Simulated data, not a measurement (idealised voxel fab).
Presented below is a process module, voxel self aligned contacts.
Each square cell in cross-section cut measures 5 nm, and the section as a whole is 200 nm wide.
Just so we're on the same page, the cross-sections are grids of square cells, and they're listed out in bands top to bottom, each band one or more rows deep.
Look at the band entry: it leads with the top's height and the bottom's height in nm. Then it lists the materials left to right, with a width in nm for each. The word "throughout" on a single material says that material fills the band edge to edge. The word "empty" is empty space.
Heights from 0 (as-received wafer is one material below). Bottom band endless downward, as "0 and below".
The two numbers in a width such as "30 to 40" mark its ends across the band: the first belongs to the top row of cells, the second to the bottom row, and from each row to the next the width moves by the same amount.
What does "no change" mean for a step? It means no cell of the cross-section changed in that step.
Any empty space of 8 cells or more lacking an open way to the top shows up in "Catalogued sealed voids" as width x height at distance, distance from the left edge, in nm.
It should be noted that, on the line of a given step, the content following the step's settings is a remark produced by the simulator itself with respect to that step.
overlay nm: mask right of planned place by this much (step with mask). Neg. = left.
These are the steps we planned for the process
1) RECEIVE [material Si]
2) OXIDIZE [depth nm 5]
3) DIRECTIONAL_DEP [material polySi] [thk nm 30]
4) DIRECTIONAL_DEP [material SiN] [thk nm 15]
5) MASKED_ETCH [tone cover] [mask id GATE] [width nm 35] [pitch nm 60] [etch materials SiN] [depth nm 15] [overlay nm 0]
6) MASKED_ETCH [tone cover] [mask id GATE] [width nm 35] [pitch nm 60] [etch materials polySi] [depth nm 30] [overlay nm 0]
7) CONFORMAL_DEP [material SiN] [thk nm 5]
8) DIRECTIONAL_ETCH [etch materials SiN] [depth nm 5]
9) FILL_DEP [material SiO2] [thk nm 20]
10) CMP [height nm 55]
11) MASKED_ETCH [tone open] [mask id CONTACT] [width nm 35] [pitch nm 60] [etch materials SiO2] [depth nm 60] [overlay nm 0]
12) CONFORMAL_DEP [material TiN] [thk nm 5]
13) FILL_DEP [material W] [thk nm 10]
14) CMP [height nm 55]
15) CONFORMAL_DEP [material SiN] [thk nm 5]
The cross-section here shows the wafer as received, i.e. in its state after step 1
> 0 and below  Si throughout
> Catalogued sealed voids: none
Module complete - cross-section of the first of two wafers, run according to plan
> 60 down to 55  SiN throughout
> 55 down to 45  SiO2 (50), then TiN (5 to 15), then W (25 to 5), then TiN (5 to 15), then SiO2 (25), then TiN (5 to 15), then W (25 to 5), then TiN (5 to 15), then SiO2 (55)
> 45 down to 30  SiO2 (15), then SiN (45), then TiN (5), then W (5), then TiN (5), then SiN (45), then TiN (5), then W (5), then TiN (5), then SiN (45), then SiO2 (20)
> 30 down to 0  SiO2 (15), then SiN (5), then polySi (35), then SiN (5), then TiN (5), then W (5), then TiN (5), then SiN (5), then polySi (35), then SiN (5), then TiN (5), then W (5), then TiN (5), then SiN (5), then polySi (35), then SiN (5), then SiO2 (20)
> 0 down to -5  SiO2 (60), then TiN (15), then SiO2 (45), then TiN (15), then SiO2 (65)
> -5 and below  Si throughout
> Catalogued sealed voids: none
Now the second wafer, cross-sectioned at the end of the module. Nothing different at the start, nothing different in the plan compared with the first, just one mistake when it was actually run
> 60 down to 55  SiN throughout
> 55 down to 45  SiO2 (50), then TiN (5 to 15), then W (25 to 5), then TiN (5 to 15), then SiO2 (25), then TiN (5 to 15), then W (25 to 5), then TiN (5 to 15), then SiO2 (55)
> 45 down to 40  SiO2 (15), then SiN (45), then TiN (15), then SiN (45), then TiN (15), then SiN (45), then SiO2 (20)
> 40 down to 30  SiN throughout
> 30 down to 0  polySi throughout
> 0 down to -5  SiO2 throughout
> -5 and below  Si throughout
> Catalogued sealed voids: none
Error vs. plan: step 5 deviated from plan and actually ran as MASKED_ETCH [tone cover] [mask id GATE] [width nm 35] [pitch nm 60] [etch materials SiN] [depth nm 5] [overlay nm 0]
At the finish, the second wafer shows more or fewer cells for some materials than the first does: -10 SiN | -50 SiO2 | -36 TiN | -18 W | +114 polySi
